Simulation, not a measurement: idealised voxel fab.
A process module follows: voxel transistor to metal.
FYI the section here is cut, 265 nm wide, cells are 5 nm squares.
Cross-section format: a grid of square cells, given as bands from top to bottom; each band is one or more rows of cells.
Quick guide to a band line: top height, bottom height (nm) up front; then every material left to right with its width in nm. Only one material and it's marked "throughout"? Then it fills the band edge to edge. And "blank" just means empty space.
Below 0: as-received wafer, all one material; heights counted from there. Lowest band: no bottom, goes on down, written "top 0, no bottom".
Graded width ("30 to 40"): value in top row of band = first number; value in bottom row = second number; row-to-row change constant.
Reading "no change" for a step: not a cell of the cross-section changed in it.
"Internal closed voids" - sealed voids, min. 8 cells, no opening to top; format: width x height at distance (distance from left edge; nm throughout).
What comes after the settings on a step's line is commentary from the simulator itself on that step.
If you see "overlay nm" on a step's line and that step has a mask, it's telling you how far right of where it was planned the mask ended up; a negative number means it went left instead.
Pairs, read this way: before one process step on the one hand, after it on the other, the after cross-section ending at the lowest band that changed; the step between, settings included, beneath. Same starting wafer throughout, but possibly different runs of this module, so no pair continues from the pair above unless its entry headed "Before the step" says so.

## Before the step
top 50, bottom 35: SiO2 25, blank 30, SiO2 30, blank 30, SiO2 35, blank 30, SiO2 30, blank 30, SiO2 25
top 35, bottom 25: SiO2 25, blank 25, SiN 10, SiCN 20, SiN 10, blank 25, SiO2 35, blank 25, SiN 10, SiCN 20, SiN 10, blank 25, SiO2 25
top 25, bottom 5: SiO2 25, blank 25, SiN 10, polySi 20, SiN 10, blank 25, SiO2 35, blank 25, SiN 10, polySi 20, SiN 10, blank 25, SiO2 25
top 5, bottom 0: SiO2 15, SiN 10, pSi 25, SiO2 40, pSi 25, SiN 10, SiO2 15, SiN 10, pSi 25, SiO2 40, pSi 25, SiN 10, SiO2 15
top 0, bottom -40: SiO2 25, Si 90, SiO2 35, Si 90, SiO2 25
top -40, no bottom: Si throughout
Internal closed voids: none

## Step Result
top 55, bottom 50: TiN 30, blank 20, TiN 40, blank 20, TiN 45, blank 20, TiN 40, blank 20, TiN 30
top 50, bottom 40: SiO2 25, TiN 5, blank 20, TiN 5, SiO2 30, TiN 5, blank 20, TiN 5, SiO2 35, TiN 5, blank 20, TiN 5, SiO2 30, TiN 5, blank 20, TiN 5, SiO2 25
top 40, bottom 35: SiO2 25, TiN 5, blank 15, TiN 10, SiO2 30, TiN 10, blank 15, TiN 5, SiO2 35, TiN 5, blank 15, TiN 10, SiO2 30, TiN 10, blank 15, TiN 5, SiO2 25
top 35, bottom 25: SiO2 25, TiN 5, blank 15, TiN 5, SiN 10, SiCN 20, SiN 10, TiN 5, blank 15, TiN 5, SiO2 35, TiN 5, blank 15, TiN 5, SiN 10, SiCN 20, SiN 10, TiN 5, blank 15, TiN 5, SiO2 25
top 25, bottom 10: SiO2 25, TiN 5, blank 15, TiN 5, SiN 10, polySi 20, SiN 10, TiN 5, blank 15, TiN 5, SiO2 35, TiN 5, blank 15, TiN 5, SiN 10, polySi 20, SiN 10, TiN 5, blank 15, TiN 5, SiO2 25
top 10, bottom 5: SiO2 25, TiN 25, SiN 10, polySi 20, SiN 10, TiN 25, SiO2 35, TiN 25, SiN 10, polySi 20, SiN 10, TiN 25, SiO2 25
No changes below 5.
Internal closed voids: none
Processing between the before and after sections above: CONFORMAL_DEP [material TiN] [thk nm 5]

Before the step: carried over from the after image of the pair right above.

## Step Result
top 65, bottom 55: Ru throughout
top 55, bottom 50: TiN 30, Ru 20, TiN 40, Ru 20, TiN 45, Ru 20, TiN 40, Ru 20, TiN 30
top 50, bottom 40: SiO2 25, TiN 5, Ru 20, TiN 5, SiO2 30, TiN 5, Ru 20, TiN 5, SiO2 35, TiN 5, Ru 20, TiN 5, SiO2 30, TiN 5, Ru 20, TiN 5, SiO2 25
top 40, bottom 35: SiO2 25, TiN 5, Ru 15, TiN 10, SiO2 30, TiN 10, Ru 15, TiN 5, SiO2 35, TiN 5, Ru 15, TiN 10, SiO2 30, TiN 10, Ru 15, TiN 5, SiO2 25
top 35, bottom 25: SiO2 25, TiN 5, Ru 15, TiN 5, SiN 10, SiCN 20, SiN 10, TiN 5, Ru 15, TiN 5, SiO2 35, TiN 5, Ru 15, TiN 5, SiN 10, SiCN 20, SiN 10, TiN 5, Ru 15, TiN 5, SiO2 25
top 25, bottom 10: SiO2 25, TiN 5, Ru 15, TiN 5, SiN 10, polySi 20, SiN 10, TiN 5, Ru 15, TiN 5, SiO2 35, TiN 5, Ru 15, TiN 5, SiN 10, polySi 20, SiN 10, TiN 5, Ru 15, TiN 5, SiO2 25
No changes below 10.
Internal closed voids: none
Processing between the before and after sections above: FILL_DEP [material Ru] [thk nm 10]

Before the step: carried over from the after image of the pair right above.

## Step Result
top 50, bottom 40: SiO2 25, TiN 5, Ru 20, TiN 5, SiO2 30, TiN 5, Ru 20, TiN 5, SiO2 35, TiN 5, Ru 20, TiN 5, SiO2 30, TiN 5, Ru 20, TiN 5, SiO2 25
No changes below 40.
Internal closed voids: none
Processing between the before and after sections above: CMP [height nm 50]

Before the step: carried over from the after image of the pair right above.

## Step Result
top 55, bottom 50: TiN throughout
No changes below 50.
Internal closed voids: none
Processing between the before and after sections above: DIRECTIONAL_DEP [material TiN] [thk nm 5]

Before the step: carried over from the after image of the pair right above.

## Step Result
top 75, bottom 55: Ru throughout
No changes below 55.
Internal closed voids: none
Processing between the before and after sections above: DIRECTIONAL_DEP [material Ru] [thk nm 20]

Before the step: carried over from the after image of the pair right above.

## Step Result
top 90, bottom 75: blank 25, resist 15, blank 60, resist 15, blank 35, resist 15, blank 60, resist 15, blank 25
No changes below 75.
Internal closed voids: none
Processing between the before and after sections above: PATTERN [tone cover] [mask id METAL_1] [material resist] [width nm 15] [thk nm 15] [overlay nm 0]

Before the step: carried over from the after image of the pair right above.

## Step Result
top 90, bottom 75: blank 25, resist 15, blank 60, resist 15, blank 35, resist 15, blank 60, resist 15, blank 25
top 75, bottom 55: blank 25, Ru 15, blank 60, Ru 15, blank 35, Ru 15, blank 60, Ru 15, blank 25
No changes below 55.
Internal closed voids: none
Processing between the before and after sections above: DIRECTIONAL_ETCH [etch materials Ru] [depth nm 20]

Before the step: carried over from the after image of the pair right above.

## Step Result
top 90, bottom 75: blank 25, resist 15, blank 60, resist 15, blank 35, resist 15, blank 60, resist 15, blank 25
top 75, bottom 55: blank 25, Ru 15, blank 60, Ru 15, blank 35, Ru 15, blank 60, Ru 15, blank 25
top 55, bottom 50: blank 25, TiN 15, blank 60, TiN 15, blank 35, TiN 15, blank 60, TiN 15, blank 25
No changes below 50.
Internal closed voids: none
Processing between the before and after sections above: DIRECTIONAL_ETCH [etch materials TiN] [depth nm 5]

Before the step: carried over from the after image of the pair right above.

## Step Result
top 75, bottom 55: blank 25, Ru 15, blank 60, Ru 15, blank 35, Ru 15, blank 60, Ru 15, blank 25
No changes below 55.
Internal closed voids: none
Processing between the before and after sections above: STRIP [etch materials resist]

Before the step: carried over from the after image of the pair right above.

## Step Result
top 80, bottom 75: SiO2 throughout
top 75, bottom 55: SiO2 25, Ru 15, SiO2 60, Ru 15, SiO2 35, Ru 15, SiO2 60, Ru 15, SiO2 25
top 55, bottom 50: SiO2 25, TiN 15, SiO2 60, TiN 15, SiO2 35, TiN 15, SiO2 60, TiN 15, SiO2 25
No changes below 50.
Internal closed voids: none
Processing between the before and after sections above: FILL_DEP [material SiO2] [thk nm 5]

Before the step: carried over from the after image of the pair right above.

## Step Result
top 75, bottom 55: SiO2 25, Ru 15, SiO2 60, Ru 15, SiO2 35, Ru 15, SiO2 60, Ru 15, SiO2 25
No changes below 55.
Internal closed voids: none
Processing between the before and after sections above: CMP [height nm 75]

Before the step: carried over from the after image of the pair right above.

## Step Result
top 80, bottom 75: SiCN throughout
No changes below 75.
Internal closed voids: none
Processing between the before and after sections above: CONFORMAL_DEP [material SiCN] [thk nm 5]

Before the step: carried over from the after image of the pair right above.

## Step Result
top 115, bottom 80: SiO2 throughout
No changes below 80.
Internal closed voids: none
Processing between the before and after sections above: DIRECTIONAL_DEP [material SiO2] [thk nm 35]

Before the step: carried over from the after image of the pair right above.

## Step Result
top 130, bottom 115: aC throughout
No changes below 115.
Internal closed voids: none
Processing between the before and after sections above: DIRECTIONAL_DEP [material aC] [thk nm 15]

Before the step: carried over from the after image of the pair right above.

## Step Result
top 160, bottom 130: resist 25, blank 15, resist 110, blank 15, resist 100
No changes below 130.
Internal closed voids: none
Processing between the before and after sections above: PATTERN [tone open] [mask id METAL_2] [material resist] [width nm 15] [pitch nm 125] [thk nm 30] [overlay nm 0]

Before the step: carried over from the after image of the pair right above.

## Step Result
top 145, bottom 130: resist 25, blank 15, resist 110, blank 15, resist 100
top 130, bottom 115: aC 25, blank 15, aC 110, blank 15, aC 100
No changes below 115.
Internal closed voids: none
Processing between the before and after sections above: DIRECTIONAL_ETCH [etch materials aC] [depth nm 15]

Before the step: carried over from the after image of the pair right above.

## Step Result
top 130, bottom 115: aC 25, blank 15, aC 110, blank 15, aC 100
No changes below 115.
Internal closed voids: none
Processing between the before and after sections above: STRIP [etch materials resist]

Before the step: carried over from the after image of the pair right above.

## Step Result
top 130, bottom 115: aC 25, blank 15, aC 110, blank 15, aC 100
top 115, bottom 95: SiO2 25, blank 15, SiO2 110, blank 15, SiO2 100
No changes below 95.
Internal closed voids: none
Processing between the before and after sections above: DIRECTIONAL_ETCH [etch materials SiO2] [depth nm 20]

Before the step: carried over from the after image of the pair right above.

## Step Result
top 115, bottom 95: SiO2 25, blank 15, SiO2 110, blank 15, SiO2 100
No changes below 95.
Internal closed voids: none
Processing between the before and after sections above: STRIP [etch materials aC]

Before the step: carried over from the after image of the pair right above.

## Step Result
top 125, bottom 115: aC 25, blank 15, aC 110, blank 15, aC 100
top 115, bottom 105: SiO2 25, blank 15, SiO2 110, blank 15, SiO2 100
top 105, bottom 95: SiO2 25, aC 15, SiO2 110, aC 15, SiO2 100
No changes below 95.
Internal closed voids: none
Processing between the before and after sections above: DIRECTIONAL_DEP [material aC] [thk nm 10]

Before the step: carried over from the after image of the pair right above.

## Step Result
top 150, bottom 125: resist 25, blank 15, resist 110, blank 15, resist 100
No changes below 125.
Internal closed voids: none
Processing between the before and after sections above: PATTERN [tone open] [mask id METAL_2_HOLES] [material resist] [width nm 15] [pitch nm 125] [thk nm 25] [overlay nm 0]

Before the step: carried over from the after image of the pair right above.

## Step Result
top 140, bottom 125: resist 25, blank 15, resist 110, blank 15, resist 100
top 125, bottom 115: aC 25, blank 15, aC 110, blank 15, aC 100
top 115, bottom 95: SiO2 25, blank 15, SiO2 110, blank 15, SiO2 100
No changes below 95.
Internal closed voids: none
Processing between the before and after sections above: DIRECTIONAL_ETCH [etch materials aC] [depth nm 10]

Before the step: carried over from the after image of the pair right above.

## Step Result
top 125, bottom 115: aC 25, blank 15, aC 110, blank 15, aC 100
No changes below 115.
Internal closed voids: none
Processing between the before and after sections above: STRIP [etch materials resist]

Before the step: carried over from the after image of the pair right above.

## Step Result
top 125, bottom 115: aC 25, blank 15, aC 110, blank 15, aC 100
top 115, bottom 80: SiO2 25, blank 15, SiO2 110, blank 15, SiO2 100
No changes below 80.
Internal closed voids: none
Processing between the before and after sections above: DIRECTIONAL_ETCH [etch materials SiO2] [depth nm 15]

Before the step: carried over from the after image of the pair right above.

## Step Result
top 125, bottom 115: aC 25, blank 15, aC 110, blank 15, aC 100
top 115, bottom 80: SiO2 25, blank 15, SiO2 110, blank 15, SiO2 100
top 80, bottom 75: SiCN 25, blank 15, SiCN 110, blank 15, SiCN 100
No changes below 75.
Internal closed voids: none
Processing between the before and after sections above: DIRECTIONAL_ETCH [etch materials SiCN] [depth nm 5]

Before the step: carried over from the after image of the pair right above.

## Step Result
top 115, bottom 80: SiO2 25, blank 15, SiO2 110, blank 15, SiO2 100
No changes below 80.
Internal closed voids: none
Processing between the before and after sections above: STRIP [etch materials aC]

Before the step: carried over from the after image of the pair right above.

## Step Result
top 120, bottom 115: TiN 30, blank 5, TiN 120, blank 5, TiN 105
top 115, bottom 80: SiO2 25, TiN 5, blank 5, TiN 5, SiO2 110, TiN 5, blank 5, TiN 5, SiO2 100
top 80, bottom 75: SiCN 25, TiN 15, SiCN 110, TiN 15, SiCN 100
No changes below 75.
Internal closed voids: none
Processing between the before and after sections above: CONFORMAL_DEP [material TiN] [thk nm 5]

Before the step: carried over from the after image of the pair right above.

## Step Result
top 130, bottom 120: Cu throughout
top 120, bottom 115: TiN 30, Cu 5, TiN 120, Cu 5, TiN 105
top 115, bottom 80: SiO2 25, TiN 5, Cu 5, TiN 5, SiO2 110, TiN 5, Cu 5, TiN 5, SiO2 100
No changes below 80.
Internal closed voids: none
Processing between the before and after sections above: FILL_DEP [material Cu] [thk nm 10]

Before the step: carried over from the after image of the pair right above.

## Step Result
top 115, bottom 80: SiO2 25, TiN 5, Cu 5, TiN 5, SiO2 110, TiN 5, Cu 5, TiN 5, SiO2 100
No changes below 80.
Internal closed voids: none
Processing between the before and after sections above: CMP [height nm 115]

Before the step: carried over from the after image of the pair right above.

## Step Result
top 120, bottom 115: SiCN throughout
No changes below 115.
Internal closed voids: none
Processing between the before and after sections above: CONFORMAL_DEP [material SiCN] [thk nm 5]

## Before the step
top 0, bottom -5: SiO2 throughout
top -5, bottom -40: SiO2 25, Si 90, SiO2 35, Si 90, SiO2 25
top -40, no bottom: Si throughout
Internal closed voids: none

## Step Result
top 30, bottom 0: polySi throughout
No changes below 0.
Internal closed voids: none
Processing between the before and after sections above: DIRECTIONAL_DEP [material polySi] [thk nm 30]

Before the step: carried over from the after image of the pair right above.

## Step Result
top 45, bottom 30: SiCN throughout
No changes below 30.
Internal closed voids: none
Processing between the before and after sections above: DIRECTIONAL_DEP [material SiCN] [thk nm 15]

Before the step: carried over from the after image of the pair right above.

## Step Result
top 45, bottom 30: blank 60, SiCN 20, blank 105, SiCN 20, blank 60
No changes below 30.
Internal closed voids: none
Processing between the before and after sections above: MASKED_ETCH [tone cover] [mask id GATE] [width nm 20] [pitch nm 125] [etch materials SiCN] [depth nm 25] [overlay nm 0]

Before the step: carried over from the after image of the pair right above.

## Step Result
top 45, bottom 30: blank 60, SiCN 20, blank 105, SiCN 20, blank 60
top 30, bottom 0: blank 60, polySi 20, blank 105, polySi 20, blank 60
No changes below 0.
Internal closed voids: none
Processing between the before and after sections above: MASKED_ETCH [tone cover] [mask id GATE] [width nm 20] [pitch nm 125] [etch materials polySi] [depth nm 30] [overlay nm 0]

Before the step: carried over from the after image of the pair right above.

## Step Result
top 55, bottom 45: blank 50, SiN 40, blank 85, SiN 40, blank 50
top 45, bottom 30: blank 50, SiN 10, SiCN 20, SiN 10, blank 85, SiN 10, SiCN 20, SiN 10, blank 50
top 30, bottom 10: blank 50, SiN 10, polySi 20, SiN 10, blank 85, SiN 10, polySi 20, SiN 10, blank 50
top 10, bottom 0: SiN 60, polySi 20, SiN 105, polySi 20, SiN 60
No changes below 0.
Internal closed voids: none
Processing between the before and after sections above: CONFORMAL_DEP [material SiN] [thk nm 10]

Before the step: carried over from the after image of the pair right above.

## Step Result
top 45, bottom 30: blank 50, SiN 10, SiCN 20, SiN 10, blank 85, SiN 10, SiCN 20, SiN 10, blank 50
top 30, bottom 0: blank 50, SiN 10, polySi 20, SiN 10, blank 85, SiN 10, polySi 20, SiN 10, blank 50
No changes below 0.
Internal closed voids: none
Processing between the before and after sections above: DIRECTIONAL_ETCH [etch materials SiN] [depth nm 10]

Before the step: carried over from the after image of the pair right above.

## Step Result
top 45, bottom 30: blank 50, SiN 10, SiCN 20, SiN 10, blank 85, SiN 10, SiCN 20, SiN 10, blank 50
top 30, bottom 0: blank 50, SiN 10, polySi 20, SiN 10, blank 85, SiN 10, polySi 20, SiN 10, blank 50
top 0, bottom -5: blank 50, SiO2 40, blank 85, SiO2 40, blank 50
No changes below -5.
Internal closed voids: none
Processing between the before and after sections above: DIRECTIONAL_ETCH [etch materials SiO2] [depth nm 5]

Before the step: carried over from the after image of the pair right above.

## Step Result
top 45, bottom 30: blank 50, SiN 10, SiCN 20, SiN 10, blank 85, SiN 10, SiCN 20, SiN 10, blank 50
top 30, bottom 0: blank 50, SiN 10, polySi 20, SiN 10, blank 85, SiN 10, polySi 20, SiN 10, blank 50
top 0, bottom -5: blank 20, pSi 30, SiO2 40, pSi 30, blank 25, pSi 30, SiO2 40, pSi 30, blank 20
No changes below -5.
Internal closed voids: none
Processing between the before and after sections above: EPI [material pSi] [thk nm 5]

Before the step: carried over from the after image of the pair right above.

## Step Result
top 50, bottom 45: SiO2 throughout
top 45, bottom 30: SiO2 50, SiN 10, SiCN 20, SiN 10, SiO2 85, SiN 10, SiCN 20, SiN 10, SiO2 50
top 30, bottom 0: SiO2 50, SiN 10, polySi 20, SiN 10, SiO2 85, SiN 10, polySi 20, SiN 10, SiO2 50
top 0, bottom -5: SiO2 20, pSi 30, SiO2 40, pSi 30, SiO2 25, pSi 30, SiO2 40, pSi 30, SiO2 20
No changes below -5.
Internal closed voids: none
Processing between the before and after sections above: FILL_DEP [material SiO2] [thk nm 5]

Before the step: carried over from the after image of the pair right above.

## Step Result
top 35, bottom 30: SiO2 50, SiN 10, SiCN 20, SiN 10, SiO2 85, SiN 10, SiCN 20, SiN 10, SiO2 50
No changes below 30.
Internal closed voids: none
Processing between the before and after sections above: CMP [height nm 35]

Before the step: carried over from the after image of the pair right above.

## Step Result
top 50, bottom 35: SiO2 throughout
No changes below 35.
Internal closed voids: none
Processing between the before and after sections above: DIRECTIONAL_DEP [material SiO2] [thk nm 15]

Before the step: carried over from the after image of the pair right above.

## Step Result
top 60, bottom 50: aC throughout
No changes below 50.
Internal closed voids: none
Processing between the before and after sections above: DIRECTIONAL_DEP [material aC] [thk nm 10]

Before the step: carried over from the after image of the pair right above.

## Step Result
top 85, bottom 60: resist 25, blank 30, resist 30, blank 30, resist 35, blank 30, resist 30, blank 30, resist 25
No changes below 60.
Internal closed voids: none
Processing between the before and after sections above: PATTERN [tone open] [mask id CONTACT] [material resist] [width nm 30] [thk nm 25] [overlay nm 0]

Before the step: carried over from the after image of the pair right above.

## Step Result
top 75, bottom 60: resist 25, blank 30, resist 30, blank 30, resist 35, blank 30, resist 30, blank 30, resist 25
top 60, bottom 50: aC 25, blank 30, aC 30, blank 30, aC 35, blank 30, aC 30, blank 30, aC 25
No changes below 50.
Internal closed voids: none
Processing between the before and after sections above: DIRECTIONAL_ETCH [etch materials aC] [depth nm 10]

Before the step: carried over from the after image of the pair right above.

## Step Result
top 60, bottom 50: aC 25, blank 30, aC 30, blank 30, aC 35, blank 30, aC 30, blank 30, aC 25
No changes below 50.
Internal closed voids: none
Processing between the before and after sections above: STRIP [etch materials resist]

Before the step: carried over from the after image of the pair right above.

## Step Result
top 60, bottom 50: aC 25, blank 30, aC 30, blank 30, aC 35, blank 30, aC 30, blank 30, aC 25
top 50, bottom 35: SiO2 25, blank 30, SiO2 30, blank 30, SiO2 35, blank 30, SiO2 30, blank 30, SiO2 25
top 35, bottom 30: SiO2 25, blank 25, SiN 10, SiCN 20, SiN 10, blank 25, SiO2 35, blank 25, SiN 10, SiCN 20, SiN 10, blank 25, SiO2 25
top 30, bottom 0: SiO2 25, blank 25, SiN 10, polySi 20, SiN 10, blank 25, SiO2 35, blank 25, SiN 10, polySi 20, SiN 10, blank 25, SiO2 25
No changes below 0.
Internal closed voids: none
Processing between the before and after sections above: DIRECTIONAL_ETCH [etch materials SiO2] [depth nm 50]

Before the step: carried over from the after image of the pair right above.

## Step Result
top 50, bottom 35: SiO2 25, blank 30, SiO2 30, blank 30, SiO2 35, blank 30, SiO2 30, blank 30, SiO2 25
No changes below 35.
Internal closed voids: none
Processing between the before and after sections above: STRIP [etch materials aC]

Before the step: carried over from the after image of the pair right above.

## Step Result
top 55, bottom 50: TiN 30, blank 20, TiN 40, blank 20, TiN 45, blank 20, TiN 40, blank 20, TiN 30
top 50, bottom 40: SiO2 25, TiN 5, blank 20, TiN 5, SiO2 30, TiN 5, blank 20, TiN 5, SiO2 35, TiN 5, blank 20, TiN 5, SiO2 30, TiN 5, blank 20, TiN 5, SiO2 25
top 40, bottom 35: SiO2 25, TiN 5, blank 15, TiN 10, SiO2 30, TiN 10, blank 15, TiN 5, SiO2 35, TiN 5, blank 15, TiN 10, SiO2 30, TiN 10, blank 15, TiN 5, SiO2 25
top 35, bottom 30: SiO2 25, TiN 5, blank 15, TiN 5, SiN 10, SiCN 20, SiN 10, TiN 5, blank 15, TiN 5, SiO2 35, TiN 5, blank 15, TiN 5, SiN 10, SiCN 20, SiN 10, TiN 5, blank 15, TiN 5, SiO2 25
top 30, bottom 5: SiO2 25, TiN 5, blank 15, TiN 5, SiN 10, polySi 20, SiN 10, TiN 5, blank 15, TiN 5, SiO2 35, TiN 5, blank 15, TiN 5, SiN 10, polySi 20, SiN 10, TiN 5, blank 15, TiN 5, SiO2 25
top 5, bottom 0: SiO2 25, TiN 25, SiN 10, polySi 20, SiN 10, TiN 25, SiO2 35, TiN 25, SiN 10, polySi 20, SiN 10, TiN 25, SiO2 25
No changes below 0.
Internal closed voids: none
Processing between the before and after sections above: CONFORMAL_DEP [material TiN] [thk nm 5]

Before the step: carried over from the after image of the pair right above.

## Step Result
top 65, bottom 55: Ru throughout
top 55, bottom 50: TiN 30, Ru 20, TiN 40, Ru 20, TiN 45, Ru 20, TiN 40, Ru 20, TiN 30
top 50, bottom 40: SiO2 25, TiN 5, Ru 20, TiN 5, SiO2 30, TiN 5, Ru 20, TiN 5, SiO2 35, TiN 5, Ru 20, TiN 5, SiO2 30, TiN 5, Ru 20, TiN 5, SiO2 25
top 40, bottom 35: SiO2 25, TiN 5, Ru 15, TiN 10, SiO2 30, TiN 10, Ru 15, TiN 5, SiO2 35, TiN 5, Ru 15, TiN 10, SiO2 30, TiN 10, Ru 15, TiN 5, SiO2 25
top 35, bottom 30: SiO2 25, TiN 5, Ru 15, TiN 5, SiN 10, SiCN 20, SiN 10, TiN 5, Ru 15, TiN 5, SiO2 35, TiN 5, Ru 15, TiN 5, SiN 10, SiCN 20, SiN 10, TiN 5, Ru 15, TiN 5, SiO2 25
top 30, bottom 5: SiO2 25, TiN 5, Ru 15, TiN 5, SiN 10, polySi 20, SiN 10, TiN 5, Ru 15, TiN 5, SiO2 35, TiN 5, Ru 15, TiN 5, SiN 10, polySi 20, SiN 10, TiN 5, Ru 15, TiN 5, SiO2 25
No changes below 5.
Internal closed voids: none
Processing between the before and after sections above: FILL_DEP [material Ru] [thk nm 10]

Before the step: carried over from the after image of the pair right above.

## Step Result
top 50, bottom 40: SiO2 25, TiN 5, Ru 20, TiN 5, SiO2 30, TiN 5, Ru 20, TiN 5, SiO2 35, TiN 5, Ru 20, TiN 5, SiO2 30, TiN 5, Ru 20, TiN 5, SiO2 25
No changes below 40.
Internal closed voids: none
Processing between the before and after sections above: CMP [height nm 50]

Before the step: carried over from the after image of the pair right above.

## Step Result
top 55, bottom 50: TiN throughout
No changes below 50.
Internal closed voids: none
Processing between the before and after sections above: DIRECTIONAL_DEP [material TiN] [thk nm 5]

Before the step: carried over from the after image of the pair right above.

## Step Result
top 75, bottom 55: Ru throughout
No changes below 55.
Internal closed voids: none
Processing between the before and after sections above: DIRECTIONAL_DEP [material Ru] [thk nm 20]

Before the step: carried over from the after image of the pair right above.

## Step Result
top 90, bottom 75: blank 25, resist 15, blank 60, resist 15, blank 35, resist 15, blank 60, resist 15, blank 25
No changes below 75.
Internal closed voids: none
Processing between the before and after sections above: PATTERN [tone cover] [mask id METAL_1] [material resist] [width nm 15] [thk nm 15] [overlay nm 0]

Before the step: carried over from the after image of the pair right above.

## Step Result
top 90, bottom 75: blank 25, resist 15, blank 60, resist 15, blank 35, resist 15, blank 60, resist 15, blank 25
top 75, bottom 55: blank 25, Ru 15, blank 60, Ru 15, blank 35, Ru 15, blank 60, Ru 15, blank 25
No changes below 55.
Internal closed voids: none
Processing between the before and after sections above: DIRECTIONAL_ETCH [etch materials Ru] [depth nm 20]

Before the step: carried over from the after image of the pair right above.

## Step Result
top 90, bottom 75: blank 25, resist 15, blank 60, resist 15, blank 35, resist 15, blank 60, resist 15, blank 25
top 75, bottom 55: blank 25, Ru 15, blank 60, Ru 15, blank 35, Ru 15, blank 60, Ru 15, blank 25
top 55, bottom 50: blank 25, TiN 15, blank 60, TiN 15, blank 35, TiN 15, blank 60, TiN 15, blank 25
No changes below 50.
Internal closed voids: none
Processing between the before and after sections above: DIRECTIONAL_ETCH [etch materials TiN] [depth nm 5]

Before the step: carried over from the after image of the pair right above.

## Step Result
top 75, bottom 55: blank 25, Ru 15, blank 60, Ru 15, blank 35, Ru 15, blank 60, Ru 15, blank 25
No changes below 55.
Internal closed voids: none
Processing between the before and after sections above: STRIP [etch materials resist]

Before the step: carried over from the after image of the pair right above.

## Step Result
top 80, bottom 75: SiO2 throughout
top 75, bottom 55: SiO2 25, Ru 15, SiO2 60, Ru 15, SiO2 35, Ru 15, SiO2 60, Ru 15, SiO2 25
top 55, bottom 50: SiO2 25, TiN 15, SiO2 60, TiN 15, SiO2 35, TiN 15, SiO2 60, TiN 15, SiO2 25
No changes below 50.
Internal closed voids: none
Processing between the before and after sections above: FILL_DEP [material SiO2] [thk nm 5]

Before the step: carried over from the after image of the pair right above.

## Step Result
top 75, bottom 55: SiO2 25, Ru 15, SiO2 60, Ru 15, SiO2 35, Ru 15, SiO2 60, Ru 15, SiO2 25
No changes below 55.
Internal closed voids: none
Processing between the before and after sections above: CMP [height nm 75]

Before the step: carried over from the after image of the pair right above.

## Step Result
top 80, bottom 75: SiCN throughout
No changes below 75.
Internal closed voids: none
Processing between the before and after sections above: CONFORMAL_DEP [material SiCN] [thk nm 5]

Before the step: carried over from the after image of the pair right above.

## Step Result
top 115, bottom 80: SiO2 throughout
No changes below 80.
Internal closed voids: none
Processing between the before and after sections above: DIRECTIONAL_DEP [material SiO2] [thk nm 35]

Before the step: carried over from the after image of the pair right above.

## Step Result
top 130, bottom 115: aC throughout
No changes below 115.
Internal closed voids: none
Processing between the before and after sections above: DIRECTIONAL_DEP [material aC] [thk nm 15]

Before the step: carried over from the after image of the pair right above.

## Step Result
top 160, bottom 130: resist 25, blank 15, resist 110, blank 15, resist 100
No changes below 130.
Internal closed voids: none
Processing between the before and after sections above: PATTERN [tone open] [mask id METAL_2] [material resist] [width nm 15] [pitch nm 125] [thk nm 30] [overlay nm 0]

Before the step: carried over from the after image of the pair right above.

## Step Result
top 145, bottom 130: resist 25, blank 15, resist 110, blank 15, resist 100
top 130, bottom 115: aC 25, blank 15, aC 110, blank 15, aC 100
No changes below 115.
Internal closed voids: none
Processing between the before and after sections above: DIRECTIONAL_ETCH [etch materials aC] [depth nm 15]

Before the step: carried over from the after image of the pair right above.

## Step Result
top 130, bottom 115: aC 25, blank 15, aC 110, blank 15, aC 100
No changes below 115.
Internal closed voids: none
Processing between the before and after sections above: STRIP [etch materials resist]

Before the step: carried over from the after image of the pair right above.

## Step Result
top 130, bottom 115: aC 25, blank 15, aC 110, blank 15, aC 100
top 115, bottom 95: SiO2 25, blank 15, SiO2 110, blank 15, SiO2 100
No changes below 95.
Internal closed voids: none
Processing between the before and after sections above: DIRECTIONAL_ETCH [etch materials SiO2] [depth nm 20]

Before the step: carried over from the after image of the pair right above.

## Step Result
top 115, bottom 95: SiO2 25, blank 15, SiO2 110, blank 15, SiO2 100
No changes below 95.
Internal closed voids: none
Processing between the before and after sections above: STRIP [etch materials aC]

Before the step: carried over from the after image of the pair right above.

## Step Result
top 125, bottom 115: aC 25, blank 15, aC 110, blank 15, aC 100
top 115, bottom 105: SiO2 25, blank 15, SiO2 110, blank 15, SiO2 100
top 105, bottom 95: SiO2 25, aC 15, SiO2 110, aC 15, SiO2 100
No changes below 95.
Internal closed voids: none
Processing between the before and after sections above: DIRECTIONAL_DEP [material aC] [thk nm 10]

Before the step: carried over from the after image of the pair right above.

## Step Result
top 150, bottom 125: resist 25, blank 15, resist 110, blank 15, resist 100
No changes below 125.
Internal closed voids: none
Processing between the before and after sections above: PATTERN [tone open] [mask id METAL_2_HOLES] [material resist] [width nm 15] [pitch nm 125] [thk nm 25] [overlay nm 0]

Before the step: carried over from the after image of the pair right above.

## Step Result
top 140, bottom 125: resist 25, blank 15, resist 110, blank 15, resist 100
top 125, bottom 115: aC 25, blank 15, aC 110, blank 15, aC 100
top 115, bottom 95: SiO2 25, blank 15, SiO2 110, blank 15, SiO2 100
No changes below 95.
Internal closed voids: none
Processing between the before and after sections above: DIRECTIONAL_ETCH [etch materials aC] [depth nm 10]

Before the step: carried over from the after image of the pair right above.

## Step Result
top 125, bottom 115: aC 25, blank 15, aC 110, blank 15, aC 100
No changes below 115.
Internal closed voids: none
Processing between the before and after sections above: STRIP [etch materials resist]

Before the step: carried over from the after image of the pair right above.

## Step Result
top 125, bottom 115: aC 25, blank 15, aC 110, blank 15, aC 100
top 115, bottom 80: SiO2 25, blank 15, SiO2 110, blank 15, SiO2 100
No changes below 80.
Internal closed voids: none
Processing between the before and after sections above: DIRECTIONAL_ETCH [etch materials SiO2] [depth nm 15]

Before the step: carried over from the after image of the pair right above.

## Step Result
top 125, bottom 115: aC 25, blank 15, aC 110, blank 15, aC 100
top 115, bottom 80: SiO2 25, blank 15, SiO2 110, blank 15, SiO2 100
top 80, bottom 75: SiCN 25, blank 15, SiCN 110, blank 15, SiCN 100
No changes below 75.
Internal closed voids: none
Processing between the before and after sections above: DIRECTIONAL_ETCH [etch materials SiCN] [depth nm 5]

Before the step: carried over from the after image of the pair right above.

## Step Result
top 115, bottom 80: SiO2 25, blank 15, SiO2 110, blank 15, SiO2 100
No changes below 80.
Internal closed voids: none
Processing between the before and after sections above: STRIP [etch materials aC]
